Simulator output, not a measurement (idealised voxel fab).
The following is a process module called voxel capacitor over wiring.
In the cross-section labelled cut, the width is 140 nm and each square cell is 5 nm.
A cross-section in this document is a grid of square cells, and it is written down as bands, the top band listed before the ones below it; a band is made up of one or more rows of cells.
What a band's entry tells you: where the top is and where the bottom is, as heights in nm, and after that what lies inside, material by material from left to right, each with its width in nm. Empty space is written as the word "air", and a single material marked with the word "edge to edge" occupies the band from edge to edge.
A quick word on heights: they are counted from 0, and under that level the wafer as it came to us is one material throughout. The lowest band is different from the rest in having no bottom; it simply continues downward, written as in "z 0 and below".
The notation "30 to 40" denotes a width that varies across the rows of cells in the band, beginning at the first number in the top row, finishing at the second number in the bottom row, and changing by an identical amount from each row to the next.
No cell of the cross-section changed in a step that is given as "identical to before".
Heads up: "Sealed internal cavities" only lists the empty pockets with no open path to the top that are 8 cells or more, and it writes them as width x height at distance, distance from the left edge, in nm.
What comes after the settings on a step's line is commentary from the simulator itself on that step.
What "overlay nm" on a step's line means: if the step has a mask, that mask lay this far to the right of its planned place, or, when the value is negative, to the left.

## Set out below are the planned steps of the process
1) RECEIVE (material Si)
2) CONFORMAL_DEP (material SiO2; thk nm 15)
3) DIRECTIONAL_DEP (material TiN; thk nm 5)
4) DIRECTIONAL_DEP (material Ru; thk nm 15)
5) PATTERN (tone cover; mask id METAL_1; material resist; width nm 25; pitch nm 85; thk nm 15; overlay nm 0)
6) DIRECTIONAL_ETCH (etch materials Ru; depth nm 15)
7) DIRECTIONAL_ETCH (etch materials TiN; depth nm 5)
8) STRIP (etch materials resist)
9) FILL_DEP (material lowk; thk nm 10)
10) CMP (height nm 35)
11) CONFORMAL_DEP (material SiCN; thk nm 5)
12) DIRECTIONAL_DEP (material lowk; thk nm 20)
13) PATTERN (tone open; mask id PLUG_1; material resist; width nm 15; thk nm 15; overlay nm 0)
14) DIRECTIONAL_ETCH (etch materials lowk; depth nm 20)
15) DIRECTIONAL_ETCH (etch materials SiCN; depth nm 5)
16) STRIP (etch materials resist)
17) EPI (material Ru; thk nm 10)
18) EPI (material Ru; thk nm 10)
19) EPI (material Ru; thk nm 5)
20) DIRECTIONAL_DEP (material TiN; thk nm 10)
21) DIRECTIONAL_DEP (material SiN; thk nm 5)
22) DIRECTIONAL_DEP (material TiN; thk nm 5)
23) MASKED_ETCH (tone cover; mask id UPPER_PLATE; width nm 65; etch materials TiN; depth nm 5; overlay nm 0)
24) MASKED_ETCH (tone cover; mask id UPPER_PLATE; width nm 65; etch materials SiN; depth nm 5; overlay nm 0)
25) MASKED_ETCH (tone cover; mask id LOWER_PLATE; width nm 75; etch materials TiN; depth nm 10; overlay nm 0)
26) FILL_DEP (material SiO2; thk nm 15)
27) CMP (height nm 90)
28) MASKED_ETCH (tone open; mask id PLUG_2; width nm 15; etch materials SiO2; depth nm 10; overlay nm 0)
29) CONFORMAL_DEP (material TiN; thk nm 5)
30) FILL_DEP (material Ru; thk nm 10)
31) CMP (height nm 90)
32) CONFORMAL_DEP (material SiCN; thk nm 5)

## Wafer as received: cross-section following step 1
  z 0 and below  Si edge to edge
  Sealed internal cavities: none

## Cross-sectional view of the first of the two wafers upon completion of the module, processed in accordance with the plan
  z 95 to 90  SiCN edge to edge
  z 90 to 85  SiO2 (35)  TiN (5)  Ru (5)  TiN (5)  SiO2 (90)
  z 85 to 75  SiO2 (35 to 25)  TiN (15 to 65)  SiO2 (90 to 50)
  z 75 to 70  SiO2 (25)  SiN (65)  SiO2 (50)
  z 70 to 60  SiO2 (20)  TiN (75)  SiO2 (45)
  z 60 to 40  lowk (25)  Ru (15)  lowk (100)
  z 40 to 35  SiCN (25)  Ru (15)  SiCN (100)
  z 35 to 20  lowk (15)  Ru (25)  lowk (60)  Ru (25)  lowk (15)
  z 20 to 15  lowk (15)  TiN (25)  lowk (60)  TiN (25)  lowk (15)
  z 15 to 0  SiO2 edge to edge
  z 0 and below  Si edge to edge
  Sealed internal cavities: none

## The second wafer, shown in cross-section after the module: started the same way as the first and given the same plan, yet one mistake crept into how it was run
  z 95 to 90  SiCN edge to edge
  z 90 to 85  SiO2 (35)  TiN (5)  Ru (5)  TiN (5)  SiO2 (90)
  z 85 to 75  SiO2 (35 to 25)  TiN (15 to 65)  SiO2 (90 to 50)
  z 75 to 70  SiO2 (15)  SiN (75)  SiO2 (50)
  z 70 to 60  SiO2 (15)  TiN (80)  SiO2 (45)
  z 60 to 40  lowk (25)  Ru (15)  lowk (100)
  z 40 to 35  SiCN (25)  Ru (15)  SiCN (100)
  z 35 to 20  lowk (15)  Ru (25)  lowk (60)  Ru (25)  lowk (15)
  z 20 to 15  lowk (15)  TiN (25)  lowk (60)  TiN (25)  lowk (15)
  z 15 to 0  SiO2 edge to edge
  z 0 and below  Si edge to edge
  Sealed internal cavities: none
what went wrong: step 24 changed vs plan, executed as MASKED_ETCH (tone cover; mask id UPPER_PLATE; width nm 65; etch materials SiN; depth nm 5; overlay nm -10)
It is noted that, at the conclusion of processing, the second wafer exhibits a higher or lower cell count for certain materials relative to the first: 2 more of SiN; 4 fewer of SiO2; 2 more of TiN
